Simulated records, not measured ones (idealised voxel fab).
You're looking at the process module voxel released beams.
270 nm wide, 5 nm square cells: that's cross-section cut.
Reading order for cross-sections: top band down to bottom band. Underlying form: a grid of square cells. Band size: one or more rows of cells. For a band, the entry starts with two heights in nm, that of the top and then that of the bottom, and carries on with the band's materials in order from left to right, each alongside its width in nm; the word "edge to edge" beside a single material means it fills the band edge to edge, and "empty" means empty space. Counting heights begins at 0, where everything beneath is, in the wafer as received, one material. The lowest band has no bottom; it goes on downwards, as "0 nm and below" shows. Per-row width for "30->40": begins at first number (top row of band), ends at second number (bottom row), increment between rows held constant. No cell of the cross-section changed in a step that is given as "everything unchanged". In "Sealed internal cavities" the enclosed voids are listed, meaning empty spaces of 8 cells or larger without any opening to the top. The form is width x height at distance, distance from the left edge, units nm. Text after the settings on a step's line: the simulator's own remark on that step. The optional step-line setting "overlay nm" applies to steps with a mask and quantifies how far to the right of its planned location the mask lay, a negative value indicating leftward placement.
Intended process steps:
1,op RECEIVE | material Si
2,op CONFORMAL_DEP | material Al2O3 | thk nm 5
3,op DIRECTIONAL_DEP | material SiO2 | thk nm 10
4,op MASKED_ETCH | tone open | mask id ANCHOR | width nm 25 | etch materials SiO2 | depth nm 10 | overlay nm 0
5,op CONFORMAL_DEP | material W | thk nm 10
6,op MASKED_ETCH | tone cover | mask id BEAM | width nm 105 | etch materials W | depth nm 10 | overlay nm 0
7,op STRIP | etch materials SiO2
Cross-section: wafer on arrival = after step 1:
0 nm and below | Si edge to edge
Sealed internal cavities: none
End-of-module XS, first of two wafers, run as planned:
25 nm to 15 nm | empty: 80; W: 15; empty: 5; W: 85; empty: 85
15 nm to 5 nm | empty: 85; W: 25; empty: 160
5 nm to 0 nm | Al2O3 edge to edge
0 nm and below | Si edge to edge
Sealed internal cavities: none
Cross-sectional view: second of two wafers, end of module; start and plan identical to the first, one mistake in running:
25 nm to 15 nm | empty: 80; W: 15; empty: 5; W: 90; empty: 80
15 nm to 5 nm | empty: 85; W: 25; empty: 160
5 nm to 0 nm | Al2O3 edge to edge
0 nm and below | Si edge to edge
Sealed internal cavities: none
Error vs. plan: step 6: run off-plan, actual operation and settings op MASKED_ETCH | tone cover | mask id BEAM | width nm 110 | etch materials W | depth nm 10 | overlay nm 0
Heads up, by the end the second wafer has more or fewer cells of some materials compared to the first: 2 more of W
